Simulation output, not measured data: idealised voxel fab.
Presented below is a process module, voxel released beams.
Displayed cross-section: cut, width of 220 nm, square cells sized 5 nm.
Think of the cross-section as a grid of square cells. We describe it in bands, top to bottom, and each band covers one or more rows of those cells. A band entry consists of two parts. The first gives the height of the band's top and the height of its bottom, in nm. The rest lists the band's materials from left to right, each with its width in nm. A single material labelled with the word "full width" fills the band from edge to edge, and the word "empty" marks empty space. Heights from 0 (as-received wafer is one material below). Bottom band endless downward, as "0 down". Read "30->40" as a graded width: first number on top, second number at the bottom, same change between each pair of neighbouring rows. The cross-section has no changed cell in any step marked "nothing altered". Basically, "Sealed-off cavities" tells you about the enclosed voids: empty spaces with no open way to the top, 8 cells or bigger, each written width x height at distance, where distance is from the left edge, all in nm. Heads up: the bit after the settings on a step's line is the simulator's remark on that step. If you see "overlay nm" on a step's line and that step has a mask, it's telling you how far right of where it was planned the mask ended up; a negative number means it went left instead.
-- Planned process steps
1) RECEIVE, material Si
2) CONFORMAL_DEP, material SiN, thk nm 5
3) DIRECTIONAL_DEP, material SiO2, thk nm 20
4) PATTERN, tone open, mask id ANCHOR, material resist, width nm 45, thk nm 20, overlay nm 0
5) DIRECTIONAL_ETCH, etch materials SiO2, depth nm 20
6) STRIP, etch materials resist
7) CONFORMAL_DEP, material W, thk nm 15
8) PATTERN, tone cover, mask id BEAM, material resist, width nm 95, thk nm 20, overlay nm 0
9) DIRECTIONAL_ETCH, etch materials W, depth nm 15
10) STRIP, etch materials resist
11) STRIP, etch materials SiO2
-- The first of the two wafers, which ran as planned
-- Cross-section of the incoming wafer, state after step 1
    0 down: Si full width
    Sealed-off cavities: none
-- So this is the wafer cross-section right after step 2
    5 to 0: SiN full width
    Everything under 0 stays put, no change at all.
-- So this is the wafer cross-section right after step 3
    25 to 5: SiO2 full width
    Everything under 5 stays put, no change at all.
-- So this is the wafer cross-section right after step 4
    45 to 25: resist 65, then empty 45, then resist 110
    Everything under 25 stays put, no change at all.
-- So this is the wafer cross-section right after step 5
    45 to 25: resist 65, then empty 45, then resist 110
    25 to 5: SiO2 65, then empty 45, then SiO2 110
    Everything under 5 stays put, no change at all.
-- So this is the wafer cross-section right after step 6
    25 to 5: SiO2 65, then empty 45, then SiO2 110
    Everything under 5 stays put, no change at all.
-- So this is the wafer cross-section right after step 7
    40 to 25: W 80, then empty 15, then W 125
    25 to 20: SiO2 65, then W 15, then empty 15, then W 15, then SiO2 110
    20 to 5: SiO2 65, then W 45, then SiO2 110
    Everything under 5 stays put, no change at all.
-- So this is the wafer cross-section right after step 8
    60 to 40: empty 60, then resist 95, then empty 65
    40 to 25: W 80, then resist 15, then W 125
    25 to 20: SiO2 65, then W 15, then resist 15, then W 15, then SiO2 110
    Everything under 20 stays put, no change at all.
-- So this is the wafer cross-section right after step 9
    60 to 40: empty 60, then resist 95, then empty 65
    40 to 25: empty 60, then W 20, then resist 15, then W 60, then empty 65
    Everything under 25 stays put, no change at all.
-- So this is the wafer cross-section right after step 10
    40 to 25: empty 60, then W 20, then empty 15, then W 60, then empty 65
    25 to 20: SiO2 65, then W 15, then empty 15, then W 15, then SiO2 110
    Everything under 20 stays put, no change at all.
-- So this is the wafer cross-section right after step 11
    40 to 25: empty 60, then W 20, then empty 15, then W 60, then empty 65
    25 to 20: empty 65, then W 15, then empty 15, then W 15, then empty 110
    20 to 5: empty 65, then W 45, then empty 110
    Everything under 5 stays put, no change at all.
-- Wafer two of two - same starting point, same process plan, one mistake in execution; matches wafer one up to and including step 3
-- What the second wafer looks like in cross-section when step 4 should have wrapped up
    45 to 25: resist 65, then empty 50, then resist 105
    Everything under 25 stays put, no change at all.
-- What the second wafer looks like in cross-section when step 5 should have wrapped up
    45 to 25: resist 65, then empty 50, then resist 105
    25 to 5: SiO2 65, then empty 50, then SiO2 105
    Everything under 5 stays put, no change at all.
-- What the second wafer looks like in cross-section when step 6 should have wrapped up
    25 to 5: SiO2 65, then empty 50, then SiO2 105
    Everything under 5 stays put, no change at all.
-- What the second wafer looks like in cross-section when step 7 should have wrapped up
    40 to 25: W 80, then empty 20, then W 120
    25 to 20: SiO2 65, then W 15, then empty 20, then W 15, then SiO2 105
    20 to 5: SiO2 65, then W 50, then SiO2 105
    Everything under 5 stays put, no change at all.
-- What the second wafer looks like in cross-section when step 8 should have wrapped up
    60 to 40: empty 60, then resist 95, then empty 65
    40 to 25: W 80, then resist 20, then W 120
    25 to 20: SiO2 65, then W 15, then resist 20, then W 15, then SiO2 105
    Everything under 20 stays put, no change at all.
-- What the second wafer looks like in cross-section when step 9 should have wrapped up
    60 to 40: empty 60, then resist 95, then empty 65
    40 to 25: empty 60, then W 20, then resist 20, then W 55, then empty 65
    Everything under 25 stays put, no change at all.
-- What the second wafer looks like in cross-section when step 10 should have wrapped up
    40 to 25: empty 60, then W 20, then empty 20, then W 55, then empty 65
    25 to 20: SiO2 65, then W 15, then empty 20, then W 15, then SiO2 105
    Everything under 20 stays put, no change at all.
-- What the second wafer looks like in cross-section when step 11 should have wrapped up
    40 to 25: empty 60, then W 20, then empty 20, then W 55, then empty 65
    25 to 20: empty 65, then W 15, then empty 20, then W 15, then empty 105
    20 to 5: empty 65, then W 50, then empty 105
    Everything under 5 stays put, no change at all.
The mistake made against the process plan was this: heads up, step 4 didn't go per plan, it actually ran as PATTERN, tone open, mask id ANCHOR, material resist, width nm 50, thk nm 20, overlay nm 0
At the end, the second wafer has the same number of cells of each material as the first, but those cells sit in other places.
